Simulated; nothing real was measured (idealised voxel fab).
Presented below is a process module, voxel ribs on slabs.
In the cross-section labelled cut, the width is 155 nm and each square cell is 5 nm.
We lay out every cross-section as a grid of square cells and spell it out in bands from the top down, where one band means one or more rows of cells.
Within each band entry, the heights of the top and of the bottom of the band appear first, in that order and in nm; the materials of the band then follow from left to right, each with its corresponding width in nm. The designation "full width" on a single material indicates that it fills the band from edge to edge; the designation "empty" indicates empty space.
Height 0 is the level under which the wafer as received is all one material. The lowest band goes on downwards, as in "0 -> down".
Think of "30..40" as a width that walks from the first number to the second as you go down the band, top row to bottom row, taking equal-sized steps from row to row.
Take "remains unaltered" at face value: in the step it is given for, the cross-section changed in none of its cells.
"Closed internal cavities" lists enclosed empty spaces (at least 8 cells, no open path upward to the top), each as width x height at distance from the left edge, in nm.
Formally, on a step line, whatever follows the settings is a remark that the simulator itself makes on the step.
For masked steps, "overlay nm" on the step line gives how far right of plan the mask actually lay; a minus sign means it lay to the left.

## Steps planned for the process
1,RECEIVE [material Si]
2,DIRECTIONAL_DEP [material SiO2] [thk nm 25]
3,DIRECTIONAL_DEP [material SiN] [thk nm 15]
4,PATTERN [tone cover] [mask id RIB] [material resist] [width nm 15] [thk nm 15] [overlay nm 0]
5,DIRECTIONAL_ETCH [etch materials SiN] [depth nm 10]
6,STRIP [etch materials resist]
7,MASKED_ETCH [tone cover] [mask id SLAB] [width nm 65] [etch materials SiN] [depth nm 5] [overlay nm 0]
8,FILL_DEP [material SiO2] [thk nm 20]
9,CMP [height nm 55]
10,DIRECTIONAL_DEP [material W] [thk nm 10]
11,MASKED_ETCH [tone cover] [mask id HEATER] [width nm 25] [etch materials W] [depth nm 10] [overlay nm 0]
12,CONFORMAL_DEP [material SiO2] [thk nm 5]
varied across the wafers: thk nm of step 12. The plan shows the first wafer's value. All wafers start alike

## Cross-section: the first of several wafers in its as-received state, i.e. following step 1
    0 -> down: Si full width
    Closed internal cavities: none

## Module end state after final step 12: cross-section of the first of several wafers
    70 -> 65: 60 of empty / 35 of SiO2 / 60 of empty
    65 -> 60: 60 of empty / 5 of SiO2 / 25 of W / 5 of SiO2 / 60 of empty
    60 -> 55: 65 of SiO2 / 25 of W / 65 of SiO2
    55 -> 40: SiO2 full width
    40 -> 30: 70 of SiO2 / 15 of SiN / 70 of SiO2
    30 -> 25: 45 of SiO2 / 65 of SiN / 45 of SiO2
    25 -> 0: SiO2 full width
    0 -> down: Si full width
    Closed internal cavities: none

## Of the several wafers, the last: cross-section at the end of the module
    90 -> 80: 40 of empty / 75 of SiO2 / 40 of empty
    80 -> 65: SiO2 full width
    65 -> 55: 65 of SiO2 / 25 of W / 65 of SiO2
    55 -> 40: SiO2 full width
    40 -> 30: 70 of SiO2 / 15 of SiN / 70 of SiO2
    30 -> 25: 45 of SiO2 / 65 of SiN / 45 of SiO2
    25 -> 0: SiO2 full width
    0 -> down: Si full width
    Closed internal cavities: none

## Every row in this table is a wafer at the end of the module, and it gives, for each of the materials, the cells that wafer has gained (+) or lost (-) since it was received, then its closed voids
thk nm 5 | +19 SiN | +357 SiO2 | +10 W | Closed internal cavities: none
thk nm 10 | +19 SiN | +392 SiO2 | +10 W | Closed internal cavities: none
thk nm 15 | +19 SiN | +427 SiO2 | +10 W | Closed internal cavities: none
thk nm 20 | +19 SiN | +462 SiO2 | +10 W | Closed internal cavities: none
thk nm 25 | +19 SiN | +497 SiO2 | +10 W | Closed internal cavities: none
